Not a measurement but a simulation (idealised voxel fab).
This is a process module. Its name is voxel quadruple lines.
The figure presents cross-section cut, which has a width of 290 nm and is divided into square cells with an edge length of 5 nm.
A cross-section in this document is a grid of square cells, and it is written down as bands, the top band listed before the ones below it; a band is made up of one or more rows of cells.
Look at the band entry: it leads with the top's height and the bottom's height in nm. Then it lists the materials left to right, with a width in nm for each. The word "throughout" on a single material says that material fills the band edge to edge. The word "air" is empty space.
Basically, 0 is our baseline, since under it the wafer straight out of the box is all one material. The bottom band has no lower end and keeps on going down, so it looks like "top 0, no bottom".
It should be noted that a width expressed as "30->40" varies in equal increments from row to row of cells within the band, taking the value of the first number at the top row and that of the second number at the bottom row.
"remained unchanged" for a step: no cell of the cross-section changed in that step.
This entry, "Fully sealed cavities", enumerates those empty regions of no fewer than 8 cells that possess no open connection to the top. Each region is reported in the form width x height at distance, the distance being taken from the left edge, with all three quantities expressed in nm.
Read whatever lies past the settings on a step's line as the simulator's own remark about the step.
overlay nm, on a step with a mask: how far to the right of its planned place the mask lay; to the left if negative

# Process steps (planned)
step 1: RECEIVE (material Si)
step 2: CONFORMAL_DEP (material SiO2; thk nm 10)
step 3: DIRECTIONAL_DEP (material W; thk nm 10)
step 4: DIRECTIONAL_DEP (material polySi; thk nm 15)
step 5: DIRECTIONAL_DEP (material aC; thk nm 25)
step 6: PATTERN (tone cover; mask id MANDREL; material resist; width nm 30; thk nm 30; overlay nm 0)
step 7: DIRECTIONAL_ETCH (etch materials aC; depth nm 25)
step 8: STRIP (etch materials resist)
step 9: CONFORMAL_DEP (material SiO2; thk nm 10)
step 10: DIRECTIONAL_ETCH (etch materials SiO2; depth nm 10)
step 11: STRIP (etch materials aC)
step 12: DIRECTIONAL_ETCH (etch materials polySi; depth nm 15)
step 13: STRIP (etch materials SiO2)
step 14: CONFORMAL_DEP (material SiCN; thk nm 10)
step 15: DIRECTIONAL_ETCH (etch materials SiCN; depth nm 10)
step 16: STRIP (etch materials polySi)
step 17: DIRECTIONAL_ETCH (etch materials W; depth nm 10)
step 18: STRIP (etch materials SiCN)

# Cross-section of the wafer at receipt, which is the condition after step 1
    top 0, no bottom  Si throughout
    Fully sealed cavities: none

# Look at the cross-section after the module: the wafer started out the way shown above and the plan was the one shown above, yet one mistake was made along the way
    top 20, bottom 10  air: 120; W: 10; air: 10; W: 10; air: 10; W: 10; air: 120
    top 10, bottom 0  SiO2 throughout
    top 0, no bottom  Si throughout
    Fully sealed cavities: none
Diagnosis: step 6 off recipe, ran as PATTERN (tone open; mask id MANDREL; material resist; width nm 30; thk nm 30; overlay nm 0)
